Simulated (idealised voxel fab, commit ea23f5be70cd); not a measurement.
The process module presented herein is designated voxel trench capacitor.
The figure presents cross-section cut, which has a width of 230 nm and is divided into square cells with an edge length of 5 nm.
Square cells in a grid make up a cross-section in this document, and the grid is given as bands, listed from the top down, each one or more rows of cells.
A band entry consists of two parts. The first gives the height of the band's top and the height of its bottom, in nm. The rest lists the band's materials from left to right, each with its width in nm. A single material labelled with the word "everywhere" fills the band from edge to edge, and the word "empty" marks empty space.
Note: height 0 marks the level under which the wafer is uniformly one material as received. Lowest band unbounded below, written "0..down".
A two-number width, for instance "30->40", indicates that the width is equal to the first number in the top row of the band and to the second number in the bottom row, and that it changes by a constant amount per row of cells.
Where the words "nothing different" appear for a step, the cross-section shows no cell changed by that step; every cell remained as before.
Entry "Sealed cavities". Content: empty spaces with no open connection to the top, size 8 cells or greater. Each: width x height at distance. Distance: from left edge. Unit: nm.
On a step's line, text after the settings is the simulator commenting on that step.
overlay nm: for a step with a mask, the amount by which the mask lay right of where it was planned; a negative amount means left of it.

-- Intended process steps
1 RECEIVE [material Si]
2 CONFORMAL_DEP [material SiN] [thk nm 10]
3 MASKED_ETCH [tone open] [mask id TRENCH] [width nm 20] [pitch nm 45] [etch materials SiN] [depth nm 10] [overlay nm 0]
4 MASKED_ETCH [tone open] [mask id TRENCH] [width nm 20] [pitch nm 45] [etch materials Si] [depth nm 25] [overlay nm 0]
5 CONFORMAL_DEP [material SiO2] [thk nm 5]
6 FILL_DEP [material polySi] [thk nm 10]
7 CMP [height nm 10]

-- Cross-section of the wafer upon arrival, representing the state reached after step 1
* 0..down | Si everywhere
* Sealed cavities: none

-- Same starting wafer, same plan as above, one mistake in the execution; this is the cross-section at the end of the module
* 20..15 | polySi everywhere
* 15..10 | SiO2=65 / polySi=10 / SiO2=35 / polySi=10 / SiO2=35 / polySi=10 / SiO2=65
* 10..0 | SiN=60 / SiO2=5 / polySi=10 / SiO2=5 / SiN=25 / SiO2=5 / polySi=10 / SiO2=5 / SiN=25 / SiO2=5 / polySi=10 / SiO2=5 / SiN=60
* 0..-20 | Si=60 / SiO2=5 / polySi=10 / SiO2=5 / Si=25 / SiO2=5 / polySi=10 / SiO2=5 / Si=25 / SiO2=5 / polySi=10 / SiO2=5 / Si=60
* -20..-25 | Si=60 / SiO2=20 / Si=25 / SiO2=20 / Si=25 / SiO2=20 / Si=60
* -25..down | Si everywhere
* Sealed cavities: none
It is concluded that the wafer was processed incorrectly with respect to the plan, in that in deviation from the planned setting, step 7 was conducted as CMP [height nm 20]
